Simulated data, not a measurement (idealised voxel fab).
A process module follows: voxel fin reveal.
It is cross-section cut that appears here, measuring 280 nm in width, its square cells being 5 nm in size.
Think of the cross-section as a grid of square cells. We describe it in bands, top to bottom, and each band covers one or more rows of those cells. Heights first: top, then bottom, in nm. Then materials, left to right, each with a width in nm. "everywhere" on a single material: fills the band edge to edge. "empty": empty space. Ref level 0: as-received wafer is one material below here. Bottom band extends down with no lower bound ("0 -> down"). The two numbers in a width such as "30 to 40" mark its ends across the band: the first belongs to the top row of cells, the second to the bottom row, and from each row to the next the width moves by the same amount. You'll sometimes find "changes: none" written for a step, and that's the way of saying that nowhere in the cross-section did a cell change during that step. The entry "Fully enclosed voids" lists the empty spaces that cover at least 8 cells and have no open path to the top. Each is written as width x height at distance, where the distance is measured from the left edge and all three values are in nm. What comes after the settings on a step's line is commentary from the simulator itself on that step. Regarding "overlay nm": on a step with a mask, it is the distance the mask lay to the right of its planned place; a negative value places it to the left.

# Here's what the planned process steps look like
- 1: RECEIVE | material Si
- 2: CONFORMAL_DEP | material SiN | thk nm 5
- 3: MASKED_ETCH | tone cover | mask id FINS | width nm 15 | pitch nm 40 | etch materials SiN | depth nm 5 | overlay nm 0
- 4: MASKED_ETCH | tone cover | mask id FINS | width nm 15 | pitch nm 40 | etch materials Si | depth nm 35 | overlay nm 0
- 5: OXIDIZE | depth nm 5
- 6: FILL_DEP | material SiO2 | thk nm 15
- 7: CMP | height nm 5
- 8: SELECTIVE_ETCH | etch materials SiO2 | depth nm 30
- 9: STRIP | etch materials SiN

# Incoming wafer, cross-sectional view, post step 1
* 0 -> down  Si everywhere
* Fully enclosed voids: none

# End state of the module in cross-section, given the above starting point and plan and one mistake in execution
* 0 -> -25  empty=95; Si=5; empty=35; Si=5; empty=35; Si=5; empty=100
* -25 -> -30  SiO2=60; empty=35; Si=5; empty=35; Si=5; empty=35; Si=5; empty=35; SiO2=65
* -30 -> -40  SiO2=95; Si=5; SiO2=35; Si=5; SiO2=35; Si=5; SiO2=100
* -40 -> down  Si everywhere
* Fully enclosed voids: none
Deviation from plan: deviation from plan: step 9 and step 8 executed in one another's positions
